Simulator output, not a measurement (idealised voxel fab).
process module | voxel self aligned contacts
cross-section cut | 200 nm wide | cells 5 nm
A cross-section is a grid of square cells, given in bands from the top down. A band is one or more rows of cells.
Each band's line starts with the height of the band's top and of its bottom, in nm. Then come its materials from left to right, each with its width in nm. One material with "throughout" fills the band from edge to edge. "air" is empty space.
Height 0 is the level under which the wafer as received is all one material. The lowest band goes on downwards, as in "0 down".
A width such as "30 to 40" changes by the same amount from each row of cells to the next, from the band's top row to its bottom row.
"no change" after a step means that no cell of the cross-section changed.
closed voids: empty space of 8 cells or more with no open way to the top, each as width x height at its distance from the left edge, in nm
after a step's settings: what the simulator itself notes on the step
overlay nm, on a step with a mask: how far to the right of its planned place the mask lay; to the left if negative
plan
1 op RECEIVE | material Si
2 op OXIDIZE | depth nm 5
3 op DIRECTIONAL_DEP | material polySi | thk nm 30
4 op DIRECTIONAL_DEP | material SiN | thk nm 20
5 op DIRECTIONAL_DEP | material aC | thk nm 15
6 op PATTERN | tone cover | mask id GATE | material resist | width nm 25 | pitch nm 60 | thk nm 35 | overlay nm 0
7 op DIRECTIONAL_ETCH | etch materials aC | depth nm 15
8 op STRIP | etch materials resist
9 op DIRECTIONAL_ETCH | etch materials SiN | depth nm 20
10 op DIRECTIONAL_ETCH | etch materials polySi | depth nm 20
11 op STRIP | etch materials aC
12 op CONFORMAL_DEP | material SiN | thk nm 10
13 op DIRECTIONAL_ETCH | etch materials SiN | depth nm 10
14 op FILL_DEP | material SiO2 | thk nm 20
15 op CMP | height nm 60
16 op PATTERN | tone open | mask id CONTACT | material resist | width nm 45 | pitch nm 60 | thk nm 15 | overlay nm 0
17 op DIRECTIONAL_ETCH | etch materials SiO2 | depth nm 65
18 op STRIP | etch materials resist
19 op CONFORMAL_DEP | material TiN | thk nm 5
20 op FILL_DEP | material Ru | thk nm 10
21 op CMP | height nm 60
22 op CONFORMAL_DEP | material SiCN | thk nm 5
varied across the wafers: depth nm of step 10. The plan shows the first wafer's value. All wafers start alike
first wafer as received, after step 1
  0 down: Si throughout
  closed voids: none
first wafer at the end, after step 22
  65 to 60: SiCN throughout
  60 to 50: SiO2 45 | TiN 5 to 20 | Ru 35 to 5 | TiN 5 to 20 | SiO2 15 | TiN 5 to 20 | Ru 35 to 5 | TiN 5 to 20 | SiO2 50
  50 to 30: SiO2 15 | SiN 45 | TiN 5 | Ru 5 | TiN 5 | SiN 45 | TiN 5 | Ru 5 | TiN 5 | SiN 45 | SiO2 20
  30 to 15: SiO2 15 | SiN 10 | polySi 25 | SiN 10 | TiN 5 | Ru 5 | TiN 5 | SiN 10 | polySi 25 | SiN 10 | TiN 5 | Ru 5 | TiN 5 | SiN 10 | polySi 25 | SiN 10 | SiO2 20
  15 to 10: SiO2 15 | SiN 10 | polySi 25 | SiN 10 | TiN 15 | SiN 10 | polySi 25 | SiN 10 | TiN 15 | SiN 10 | polySi 25 | SiN 10 | SiO2 20
  10 to 0: polySi throughout
  0 to -5: SiO2 throughout
  -5 down: Si throughout
  closed voids: none
last wafer at the end
  65 to 60: SiCN throughout
  60 to 50: SiO2 45 | TiN 5 to 20 | Ru 35 to 5 | TiN 5 to 20 | SiO2 15 | TiN 5 to 20 | Ru 35 to 5 | TiN 5 to 20 | SiO2 50
  50 to 30: SiO2 15 | SiN 45 | TiN 5 | Ru 5 | TiN 5 | SiN 45 | TiN 5 | Ru 5 | TiN 5 | SiN 45 | SiO2 20
  30 to 0: SiO2 15 | SiN 10 | polySi 25 | SiN 10 | TiN 5 | Ru 5 | TiN 5 | SiN 10 | polySi 25 | SiN 10 | TiN 5 | Ru 5 | TiN 5 | SiN 10 | polySi 25 | SiN 10 | SiO2 20
  0 to -5: SiO2 60 | TiN 15 | SiO2 45 | TiN 15 | SiO2 65
  -5 down: Si throughout
  closed voids: none
each wafer at the end: cells of each material gained (+) or lost (-) since it was received, then its closed voids
depth nm 20 | +30 Ru | -40 Si | +40 SiCN | +156 SiN | +140 SiO2 | +54 TiN | +140 polySi | closed voids: none
depth nm 25 | +32 Ru | -40 Si | +40 SiCN | +168 SiN | +147 SiO2 | +58 TiN | +115 polySi | closed voids: none
depth nm 30 | +36 Ru | -40 Si | +40 SiCN | +180 SiN | +148 SiO2 | +66 TiN | +90 polySi | closed voids: none
depth nm 35 | +36 Ru | -40 Si | +40 SiCN | +180 SiN | +148 SiO2 | +66 TiN | +90 polySi | closed voids: none
depth nm 40 | +36 Ru | -40 Si | +40 SiCN | +180 SiN | +148 SiO2 | +66 TiN | +90 polySi | closed voids: none
depth nm 45 | +36 Ru | -40 Si | +40 SiCN | +180 SiN | +148 SiO2 | +66 TiN | +90 polySi | closed voids: none
